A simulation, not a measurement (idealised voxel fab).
Proc. module: voxel lift off
Section cut is 250 nm wide and gridded with 5 nm square cells.
This document writes a cross-section as a grid whose cells are square, and gives it as bands, listed from the top down; one or more rows of cells form a band.
Heights first: top, then bottom, in nm. Then materials, left to right, each with a width in nm. "edge to edge" on a single material: fills the band edge to edge. "empty": empty space.
All heights in this document are referenced to 0, defined as the level beneath which the wafer, as received, consists entirely of one material. The lowest band is not bounded below; it extends indefinitely downward and is written in the form "top 0, no bottom".
Graded width ("30->40"): value in top row of band = first number; value in bottom row = second number; row-to-row change constant.
"same as before", as given for a step, is the statement that not any cell of the cross-section underwent a change during that step.
Under "Enclosed internal cavities" you'll find the enclosed gaps, the ones with no way out to the top, that are 8 cells or bigger; each reads width x height at distance, with distance counted from the left edge, everything in nm.
Whatever follows a step's settings on its line is a remark the simulator itself makes about that step.
overlay nm: how far to the right of its planned place the mask lay on this masked step (negative: to the left).

List of planned process steps
| 1 | RECEIVE [material Si] |
| 2 | CONFORMAL_DEP [material Al2O3] [thk nm 10] |
| 3 | PATTERN [tone open] [mask id LINES] [material resist] [width nm 15] [pitch nm 35] [thk nm 20] [overlay nm 0] |
| 4 | DIRECTIONAL_DEP [material Ru] [thk nm 10] |
| 5 | STRIP [etch materials resist] |
| 6 | CONFORMAL_DEP [material SiN] [thk nm 5] |

Step 1 complete: cross-section of the wafer as received
    top 0, no bottom  Si edge to edge
    Enclosed internal cavities: none

Here's the cross-section of the first of our two wafers at the end of the module - it ran as planned
    top 25, bottom 20  empty 95 nm / SiN 25 nm / empty 10 nm / SiN 25 nm / empty 95 nm
    top 20, bottom 15  empty 95 nm / SiN 5 nm / Ru 15 nm / SiN 5 nm / empty 10 nm / SiN 5 nm / Ru 15 nm / SiN 5 nm / empty 95 nm
    top 15, bottom 10  SiN 100 nm / Ru 15 nm / SiN 20 nm / Ru 15 nm / SiN 100 nm
    top 10, bottom 0  Al2O3 edge to edge
    top 0, no bottom  Si edge to edge
    Enclosed internal cavities: none

Cross-section at end of module for the second wafer of two, which matched the first in starting point and plan and differed by one mistake in its processing
    top 25, bottom 20  SiN 105 nm / empty 5 nm / SiN 30 nm / empty 5 nm / SiN 105 nm
    top 20, bottom 15  Ru 100 nm / SiN 5 nm / empty 5 nm / SiN 5 nm / Ru 20 nm / SiN 5 nm / empty 5 nm / SiN 5 nm / Ru 100 nm
    top 15, bottom 10  Ru 100 nm / SiN 15 nm / Ru 20 nm / SiN 15 nm / Ru 100 nm
    top 10, bottom 0  Al2O3 edge to edge
    top 0, no bottom  Si edge to edge
    Enclosed internal cavities: none
Finding, execution versus plan: for step 3, the planned setting was not used; the step was instead run as PATTERN [tone cover] [mask id LINES] [material resist] [width nm 15] [pitch nm 35] [thk nm 20] [overlay nm 0]
at the end the second wafer has, in cells: Ru: 76 more
